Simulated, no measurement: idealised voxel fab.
The document below concerns the process module designated voxel self aligned contacts.
Cross-section cut: width 235 nm, square cells of 5 nm.
Think of the cross-section as a grid of square cells. We describe it in bands, top to bottom, and each band covers one or more rows of those cells.
It is stipulated that each band's entry specify, in nanometres, the height of the top of the band and then that of its bottom, followed by the materials of the band in left-to-right sequence, each together with its width in nanometres. A single material marked by the word "all across" is understood to fill the band from edge to edge; the word "blank" is understood to denote empty space.
Height reference: 0 = level under which incoming wafer is all one material. Lowest band: no bottom, runs on downward, e.g. "0 nm and below".
The width entry "30..40" should be interpreted row by row: the top row of cells in the band takes the first number, the bottom row takes the second number, and the change between adjacent rows is uniform throughout.
Where the words "remains unaltered" appear for a step, the cross-section shows no cell changed by that step; every cell remained as before.
Each empty space that has no open way to the top and spans at least 8 cells appears under "Enclosed internal cavities" as width x height at distance, the distance counted from the left edge, all in nm.
Anything after a step's settings on that line? It's the simulator's own note about the step.
The line of a step may include "overlay nm". On a step with a mask, this value is how far to the right of its planned place the mask lay. A negative value means the mask lay to the left.
### Planned step list for the process
1) RECEIVE | material Si
2) OXIDIZE | depth nm 5
3) DIRECTIONAL_DEP | material polySi | thk nm 25
4) DIRECTIONAL_DEP | material SiN | thk nm 15
5) PATTERN | tone cover | mask id GATE | material resist | width nm 30 | pitch nm 65 | thk nm 15 | overlay nm 0
6) DIRECTIONAL_ETCH | etch materials SiN | depth nm 15
7) DIRECTIONAL_ETCH | etch materials polySi | depth nm 25
8) STRIP | etch materials resist
9) CONFORMAL_DEP | material SiN | thk nm 5
10) DIRECTIONAL_ETCH | etch materials SiN | depth nm 5
11) FILL_DEP | material SiO2 | thk nm 15
12) CMP | height nm 45
13) DIRECTIONAL_DEP | material aC | thk nm 15
14) PATTERN | tone open | mask id CONTACT | material resist | width nm 45 | pitch nm 65 | thk nm 30 | overlay nm 0
15) DIRECTIONAL_ETCH | etch materials aC | depth nm 15
16) STRIP | etch materials resist
17) DIRECTIONAL_ETCH | etch materials SiO2 | depth nm 50
18) STRIP | etch materials aC
19) CONFORMAL_DEP | material TiN | thk nm 5
20) FILL_DEP | material Ru | thk nm 10
21) CMP | height nm 45
22) CONFORMAL_DEP | material SiCN | thk nm 5
### Incoming wafer in cross-section (state: after step 1)
* 0 nm and below = Si all across
* Enclosed internal cavities: none
### End-of-module XS, first of two wafers, run as planned
* 50 nm to 45 nm = SiCN all across
* 45 nm to 40 nm = SiO2: 60, TiN: 15, Ru: 15, TiN: 15, SiO2: 20, TiN: 15, Ru: 15, TiN: 15, SiO2: 65
* 40 nm to 25 nm = SiO2: 30, SiN: 40, TiN: 5, Ru: 15, TiN: 5, SiN: 40, TiN: 5, Ru: 15, TiN: 5, SiN: 40, SiO2: 35
* 25 nm to 0 nm = SiO2: 30, SiN: 5, polySi: 30, SiN: 5, TiN: 5, Ru: 15, TiN: 5, SiN: 5, polySi: 30, SiN: 5, TiN: 5, Ru: 15, TiN: 5, SiN: 5, polySi: 30, SiN: 5, SiO2: 35
* 0 nm to -5 nm = SiO2: 70, TiN: 25, SiO2: 40, TiN: 25, SiO2: 75
* -5 nm and below = Si all across
* Enclosed internal cavities: none
### Cross-section at end of module for the second wafer of two, which matched the first in starting point and plan and differed by one mistake in its processing
* 50 nm to 45 nm = SiCN all across
* 45 nm to 40 nm = SiO2: 60, TiN: 15, Ru: 15, TiN: 15, SiO2: 20, TiN: 15, Ru: 15, TiN: 15, SiO2: 65
* 40 nm to 25 nm = SiO2: 30, SiN: 40, TiN: 5, Ru: 15, TiN: 5, SiN: 40, TiN: 5, Ru: 15, TiN: 5, SiN: 40, SiO2: 35
* 25 nm to 10 nm = SiO2: 30, SiN: 5, polySi: 30, SiN: 5, TiN: 5, Ru: 15, TiN: 5, SiN: 5, polySi: 30, SiN: 5, TiN: 5, Ru: 15, TiN: 5, SiN: 5, polySi: 30, SiN: 5, SiO2: 35
* 10 nm to 5 nm = SiO2: 30, SiN: 5, polySi: 30, SiN: 5, TiN: 25, SiN: 5, polySi: 30, SiN: 5, TiN: 25, SiN: 5, polySi: 30, SiN: 5, SiO2: 35
* 5 nm to 0 nm = polySi all across
* 0 nm to -5 nm = SiO2 all across
* -5 nm and below = Si all across
* Enclosed internal cavities: none
Where did the run depart from the plan? step 7 was processed under conditions differing from the plan, specifically as DIRECTIONAL_ETCH | etch materials polySi | depth nm 20
Final difference in cells, second wafer against first, listed per material as more or fewer: Ru: 12 fewer; SiN: 6 fewer; SiO2: 3 fewer; TiN: 8 fewer; polySi: 29 more
